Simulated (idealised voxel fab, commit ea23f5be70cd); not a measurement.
Process module, titled voxel quadruple lines
Shown is cross-section cut, with a width of 260 nm and square cells of size 5 nm.
Format of a cross-section: grid, square cells. Given as bands. Order: top down. Band: one or more rows of cells. Each band's line starts with the height of the band's top and of its bottom, in nm. Then come its materials from left to right, each with its width in nm. One material with "throughout" fills the band from edge to edge. "blank" is empty space. The level at which height equals 0 is the one under which the wafer, as it arrives, is entirely one material. No lower edge exists for the bottom band, which continues downward and is notated as in "0..down". Width "30->40": first value at the band's top row of cells, second value at its bottom row, equal change from row to row. For the purposes of this document, the phrase "nothing different" attached to a step denotes that no cell within the cross-section was modified by that step. The entry titled "Enclosed cavity list" provides the empty spaces that have no open way to the top, restricted to those of 8 cells or more. Each is presented as width x height at distance, the distance being measured from the left edge, with all three in nm. On each step's line, the part that comes after the settings is the simulator's own comment on the step. "overlay nm" answers the question of how far to the right of plan the mask lay on a step that has a mask, and when it is negative the answer is to the left.

# Set out below are the planned steps of the process
1) RECEIVE with material Si
2) CONFORMAL_DEP with material SiO2, thk nm 5
3) DIRECTIONAL_DEP with material Ru, thk nm 10
4) DIRECTIONAL_DEP with material polySi, thk nm 15
5) DIRECTIONAL_DEP with material aC, thk nm 20
6) PATTERN with tone cover, mask id MANDREL, material resist, width nm 35, thk nm 25, overlay nm 0
7) DIRECTIONAL_ETCH with etch materials aC, depth nm 20
8) STRIP with etch materials resist
9) CONFORMAL_DEP with material SiO2, thk nm 15
10) DIRECTIONAL_ETCH with etch materials SiO2, depth nm 15
11) STRIP with etch materials aC
12) DIRECTIONAL_ETCH with etch materials polySi, depth nm 15
13) STRIP with etch materials SiO2
14) CONFORMAL_DEP with material SiCN, thk nm 10
15) DIRECTIONAL_ETCH with etch materials SiCN, depth nm 10
16) STRIP with etch materials polySi
17) DIRECTIONAL_ETCH with etch materials Ru, depth nm 10
18) STRIP with etch materials SiCN

# As received (post step 1): cross-section
- 0..down: Si throughout
- Enclosed cavity list: none

# Post-module cross-section: identical start and plan to those above, one misstep in execution
- 15..5: 90 blank | 10 Ru | 15 blank | 10 Ru | 10 blank | 10 Ru | 15 blank | 10 Ru | 90 blank
- 5..0: SiO2 throughout
- 0..down: Si throughout
- Enclosed cavity list: none
Misprocessing identified: step 6: run off-plan, actual operation and settings PATTERN with tone cover, mask id MANDREL, material resist, width nm 30, thk nm 25, overlay nm 0
